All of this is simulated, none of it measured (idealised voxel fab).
The following process module bears the name voxel trench capacitor.
Section cut is 205 nm wide and gridded with 5 nm square cells.
In this document a cross-section is written as a grid of square cells. It is given as a series of bands, listed from the top down, and a band is one or more rows of cells.
Look at the band entry: it leads with the top's height and the bottom's height in nm. Then it lists the materials left to right, with a width in nm for each. The word "all across" on a single material says that material fills the band edge to edge. The word "air" is empty space.
Zero point of the height axis is 0; under it, received wafer = one material. Lowest band: continues down indefinitely, "z 0 and below".
Top row gets the first number, bottom row gets the second, and each row in between changes by the same step: that is how a band width like "30 to 40" works.
When a step is marked "left unchanged", none of the cells in the cross-section changed during that step.
Under "Trapped voids" you'll find the enclosed gaps, the ones with no way out to the top, that are 8 cells or bigger; each reads width x height at distance, with distance counted from the left edge, everything in nm.
after a step's settings: what the simulator itself notes on the step
If you see "overlay nm" on a step's line and that step has a mask, it's telling you how far right of where it was planned the mask ended up; a negative number means it went left instead.

Steps planned for the process:
1 RECEIVE (material Si)
2 CONFORMAL_DEP (material SiN; thk nm 10)
3 DIRECTIONAL_DEP (material aC; thk nm 15)
4 PATTERN (tone open; mask id TRENCH; material resist; width nm 25; pitch nm 45; thk nm 35; overlay nm 0)
5 DIRECTIONAL_ETCH (etch materials aC; depth nm 15)
6 STRIP (etch materials resist)
7 DIRECTIONAL_ETCH (etch materials SiN; depth nm 10)
8 DIRECTIONAL_ETCH (etch materials Si; depth nm 40)
9 STRIP (etch materials aC)
10 CONFORMAL_DEP (material HfO2; thk nm 5)
11 CONFORMAL_DEP (material TiN; thk nm 5)
12 FILL_DEP (material W; thk nm 5)
13 CMP (height nm 10)

Cross-section: wafer on arrival = after step 1:
	z 0 and below = Si all across
	Trapped voids: none

What the wafer looks like in cross-section after this module, when it starts as shown above and follows the plan above but one mistake is made in running it:
	z 10 to 0 = W (55) | TiN (5) | HfO2 (5) | SiN (25) | HfO2 (5) | TiN (10) | HfO2 (5) | SiN (25) | HfO2 (5) | TiN (5) | W (60)
	z 0 to -30 = W (55) | TiN (5) | HfO2 (5) | Si (25) | HfO2 (5) | TiN (10) | HfO2 (5) | Si (25) | HfO2 (5) | TiN (5) | W (60)
	z -30 to -35 = TiN (60) | HfO2 (5) | Si (25) | HfO2 (5) | TiN (10) | HfO2 (5) | Si (25) | HfO2 (5) | TiN (65)
	z -35 to -40 = HfO2 (65) | Si (25) | HfO2 (20) | Si (25) | HfO2 (70)
	z -40 and below = Si all across
	Trapped voids: none
Here's what went sideways: for step 4, the planned setting was not used; the step was instead run as PATTERN (tone cover; mask id TRENCH; material resist; width nm 25; pitch nm 45; thk nm 35; overlay nm 0)
